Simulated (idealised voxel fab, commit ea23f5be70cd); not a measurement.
process module | voxel plated lines
cross-section cut | 155 nm wide | cells 5 nm
A cross-section is a grid of square cells, given in bands from the top down. A band is one or more rows of cells.
Each band's line starts with the height of the band's top and of its bottom, in nm. Then come its materials from left to right, each with its width in nm. One material with "throughout" fills the band from edge to edge. "air" is empty space.
Height 0 is the level under which the wafer as received is all one material. The lowest band goes on downwards, as in "0 down".
A width such as "30 to 40" changes by the same amount from each row of cells to the next, from the band's top row to its bottom row.
"no change" after a step means that no cell of the cross-section changed.
closed voids: empty space of 8 cells or more with no open way to the top, each as width x height at its distance from the left edge, in nm
after a step's settings: what the simulator itself notes on the step
overlay nm, on a step with a mask: how far to the right of its planned place the mask lay; to the left if negative
plan
1 op RECEIVE | material Si
2 op CONFORMAL_DEP | material SiN | thk nm 15
3 op DIRECTIONAL_DEP | material TiN | thk nm 5
4 op PATTERN | tone open | mask id LINES | material resist | width nm 25 | pitch nm 40 | thk nm 25 | overlay nm 0
5 op EPI | material Ru | thk nm 10
6 op EPI | material Ru | thk nm 5
7 op STRIP | etch materials resist
8 op DIRECTIONAL_ETCH | etch materials TiN | depth nm 5
9 op CONFORMAL_DEP | material SiO2 | thk nm 10
as received, after step 1
  0 down: Si throughout
  closed voids: none
a wafer at the end: this start, this plan, one mistake
  45 to 35: air 40 | SiO2 85 | air 30
  35 to 25: air 40 | SiO2 10 | Ru 25 | SiO2 15 | Ru 25 | SiO2 10 | air 30
  25 to 20: SiO2 50 | Ru 25 | SiO2 15 | Ru 25 | SiO2 40
  20 to 15: SiO2 50 | TiN 25 | SiO2 15 | TiN 25 | SiO2 40
  15 to 0: SiN throughout
  0 down: Si throughout
  closed voids: none
what went wrong: step 4 ran as: op PATTERN | tone open | mask id LINES | material resist | width nm 25 | pitch nm 40 | thk nm 25 | overlay nm 5
